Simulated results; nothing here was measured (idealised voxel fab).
Process module in this document: voxel self aligned contacts
Cross-sectional view cut (width: 225 nm; square cell size: 5 nm).
In this document a cross-section is written as a grid of square cells. It is given as a series of bands, listed from the top down, and a band is one or more rows of cells.
The entry gives the band's vertical extent as a top height and a bottom height in nm, then its horizontal make-up as materials from left to right, each with a width in nm. "empty" stands for empty space; a single material marked "everywhere" fills the band edge to edge.
Height datum 0, below which the as-received substrate wafer is one material. Lowest band open at the bottom, running downward: "z 0 and below".
Quick explanation for "30..40": the width changes in equal steps down the rows of cells, from the first number in the band's top row to the second number in its bottom row.
Step marked "changes: none"? Then no cell in the cross-section changed in it.
Any empty space of 8 cells or more lacking an open way to the top shows up in "Voids, enclosed" as width x height at distance, distance from the left edge, in nm.
Where a step's line continues beyond its settings, the continuation is a remark by the simulator itself on that step.
On any step carrying a mask, the "overlay nm" setting, if present on the step's line, tells how far right of its planned place the mask lay; negative values point to the left.
[The planned process steps are enumerated hereunder]
- 1: op RECEIVE | material Si
- 2: op CONFORMAL_DEP | material SiO2 | thk nm 5
- 3: op DIRECTIONAL_DEP | material polySi | thk nm 25
- 4: op DIRECTIONAL_DEP | material SiN | thk nm 20
- 5: op MASKED_ETCH | tone cover | mask id GATE | width nm 30 | pitch nm 70 | etch materials SiN | depth nm 20 | overlay nm 0
- 6: op MASKED_ETCH | tone cover | mask id GATE | width nm 30 | pitch nm 70 | etch materials polySi | depth nm 25 | overlay nm 0
- 7: op CONFORMAL_DEP | material SiN | thk nm 10
- 8: op DIRECTIONAL_ETCH | etch materials SiN | depth nm 10
- 9: op FILL_DEP | material SiO2 | thk nm 10
- 10: op CMP | height nm 55
- 11: op PATTERN | tone open | mask id CONTACT | material resist | width nm 50 | thk nm 20 | overlay nm 0
- 12: op DIRECTIONAL_ETCH | etch materials SiO2 | depth nm 55
- 13: op STRIP | etch materials resist
- 14: op CONFORMAL_DEP | material TiN | thk nm 5
- 15: op FILL_DEP | material Ru | thk nm 10
- 16: op CMP | height nm 55
- 17: op CONFORMAL_DEP | material SiCN | thk nm 5
[First of two wafers: run as planned]
[As-received wafer cross-section (after step 1)]
> z 0 and below  Si everywhere
> Voids, enclosed: none
[Cross-section through the wafer, step 2 finished]
> z 5 to 0  SiO2 everywhere
> Below 0, no change.
[Cross-section through the wafer, step 3 finished]
> z 30 to 5  polySi everywhere
> Below 5, no change.
[Cross-section through the wafer, step 4 finished]
> z 50 to 30  SiN everywhere
> Below 30, no change.
[Cross-section through the wafer, step 5 finished]
> z 50 to 30  empty (60); SiN (30); empty (40); SiN (30); empty (65)
> Below 30, no change.
[Cross-section through the wafer, step 6 finished]
> z 50 to 30  empty (60); SiN (30); empty (40); SiN (30); empty (65)
> z 30 to 5  empty (60); polySi (30); empty (40); polySi (30); empty (65)
> Below 5, no change.
[Cross-section through the wafer, step 7 finished]
> z 60 to 30  empty (50); SiN (50); empty (20); SiN (50); empty (55)
> z 30 to 15  empty (50); SiN (10); polySi (30); SiN (10); empty (20); SiN (10); polySi (30); SiN (10); empty (55)
> z 15 to 5  SiN (60); polySi (30); SiN (40); polySi (30); SiN (65)
> Below 5, no change.
[Cross-section through the wafer, step 8 finished]
> z 50 to 30  empty (50); SiN (50); empty (20); SiN (50); empty (55)
> z 30 to 5  empty (50); SiN (10); polySi (30); SiN (10); empty (20); SiN (10); polySi (30); SiN (10); empty (55)
> Below 5, no change.
[Cross-section through the wafer, step 9 finished]
> z 60 to 50  SiO2 everywhere
> z 50 to 30  SiO2 (50); SiN (50); SiO2 (20); SiN (50); SiO2 (55)
> z 30 to 5  SiO2 (50); SiN (10); polySi (30); SiN (10); SiO2 (20); SiN (10); polySi (30); SiN (10); SiO2 (55)
> Below 5, no change.
[Cross-section through the wafer, step 10 finished]
> z 55 to 50  SiO2 everywhere
> Below 50, no change.
[Cross-section through the wafer, step 11 finished]
> z 75 to 55  resist (85); empty (50); resist (90)
> Below 55, no change.
[Cross-section through the wafer, step 12 finished]
> z 75 to 55  resist (85); empty (50); resist (90)
> z 55 to 50  SiO2 (85); empty (50); SiO2 (90)
> z 50 to 30  SiO2 (50); SiN (50); empty (20); SiN (50); SiO2 (55)
> z 30 to 5  SiO2 (50); SiN (10); polySi (30); SiN (10); empty (20); SiN (10); polySi (30); SiN (10); SiO2 (55)
> z 5 to 0  SiO2 (100); empty (20); SiO2 (105)
> Below 0, no change.
[Cross-section through the wafer, step 13 finished]
> z 55 to 50  SiO2 (85); empty (50); SiO2 (90)
> Below 50, no change.
[Cross-section through the wafer, step 14 finished]
> z 60 to 55  TiN (90); empty (40); TiN (95)
> z 55 to 50  SiO2 (85); TiN (20); empty (10); TiN (20); SiO2 (90)
> z 50 to 30  SiO2 (50); SiN (50); TiN (5); empty (10); TiN (5); SiN (50); SiO2 (55)
> z 30 to 5  SiO2 (50); SiN (10); polySi (30); SiN (10); TiN (5); empty (10); TiN (5); SiN (10); polySi (30); SiN (10); SiO2 (55)
> z 5 to 0  SiO2 (100); TiN (20); SiO2 (105)
> Below 0, no change.
[Cross-section through the wafer, step 15 finished]
> z 70 to 60  Ru everywhere
> z 60 to 55  TiN (90); Ru (40); TiN (95)
> z 55 to 50  SiO2 (85); TiN (20); Ru (10); TiN (20); SiO2 (90)
> z 50 to 30  SiO2 (50); SiN (50); TiN (5); Ru (10); TiN (5); SiN (50); SiO2 (55)
> z 30 to 5  SiO2 (50); SiN (10); polySi (30); SiN (10); TiN (5); Ru (10); TiN (5); SiN (10); polySi (30); SiN (10); SiO2 (55)
> Below 5, no change.
[Cross-section through the wafer, step 16 finished]
> z 55 to 50  SiO2 (85); TiN (20); Ru (10); TiN (20); SiO2 (90)
> Below 50, no change.
[Cross-section through the wafer, step 17 finished]
> z 60 to 55  SiCN everywhere
> Below 55, no change.
[Wafer two of two - same starting point, same process plan, one mistake in execution; matches wafer one up to and including step 7]
[Cross-section: second wafer, time at which step 8 was scheduled to end]
> z 55 to 30  empty (50); SiN (50); empty (20); SiN (50); empty (55)
> z 30 to 10  empty (50); SiN (10); polySi (30); SiN (10); empty (20); SiN (10); polySi (30); SiN (10); empty (55)
> Below 10, no change.
[Cross-section: second wafer, time at which step 9 was scheduled to end]
> z 65 to 55  SiO2 everywhere
> z 55 to 30  SiO2 (50); SiN (50); SiO2 (20); SiN (50); SiO2 (55)
> z 30 to 10  SiO2 (50); SiN (10); polySi (30); SiN (10); SiO2 (20); SiN (10); polySi (30); SiN (10); SiO2 (55)
> Below 10, no change.
[Cross-section: second wafer, time at which step 10 was scheduled to end]
> z 55 to 30  SiO2 (50); SiN (50); SiO2 (20); SiN (50); SiO2 (55)
> Below 30, no change.
[Cross-section: second wafer, time at which step 11 was scheduled to end]
> z 75 to 55  resist (85); empty (50); resist (90)
> Below 55, no change.
[Cross-section: second wafer, time at which step 12 was scheduled to end]
> z 75 to 55  resist (85); empty (50); resist (90)
> z 55 to 30  SiO2 (50); SiN (50); empty (20); SiN (50); SiO2 (55)
> z 30 to 10  SiO2 (50); SiN (10); polySi (30); SiN (10); empty (20); SiN (10); polySi (30); SiN (10); SiO2 (55)
> Below 10, no change.
[Cross-section: second wafer, time at which step 13 was scheduled to end]
> z 55 to 30  SiO2 (50); SiN (50); empty (20); SiN (50); SiO2 (55)
> Below 30, no change.
[Cross-section: second wafer, time at which step 14 was scheduled to end]
> z 60 to 55  TiN (105); empty (10); TiN (110)
> z 55 to 30  SiO2 (50); SiN (50); TiN (5); empty (10); TiN (5); SiN (50); SiO2 (55)
> z 30 to 15  SiO2 (50); SiN (10); polySi (30); SiN (10); TiN (5); empty (10); TiN (5); SiN (10); polySi (30); SiN (10); SiO2 (55)
> z 15 to 10  SiO2 (50); SiN (10); polySi (30); SiN (10); TiN (20); SiN (10); polySi (30); SiN (10); SiO2 (55)
> Below 10, no change.
[Cross-section: second wafer, time at which step 15 was scheduled to end]
> z 70 to 60  Ru everywhere
> z 60 to 55  TiN (105); Ru (10); TiN (110)
> z 55 to 30  SiO2 (50); SiN (50); TiN (5); Ru (10); TiN (5); SiN (50); SiO2 (55)
> z 30 to 15  SiO2 (50); SiN (10); polySi (30); SiN (10); TiN (5); Ru (10); TiN (5); SiN (10); polySi (30); SiN (10); SiO2 (55)
> Below 15, no change.
[Cross-section: second wafer, time at which step 16 was scheduled to end]
> z 55 to 30  SiO2 (50); SiN (50); TiN (5); Ru (10); TiN (5); SiN (50); SiO2 (55)
> Below 30, no change.
[Cross-section: second wafer, time at which step 17 was scheduled to end]
> z 60 to 55  SiCN everywhere
> Below 55, no change.
What broke from the plan during processing? step 8 deviated from plan and actually ran as op DIRECTIONAL_ETCH | etch materials SiN | depth nm 5
It is noted that, at the conclusion of processing, the second wafer exhibits a higher or lower cell count for certain materials relative to the first: Ru: 4 fewer | SiN: 45 more | SiO2: 31 fewer | TiN: 10 fewer
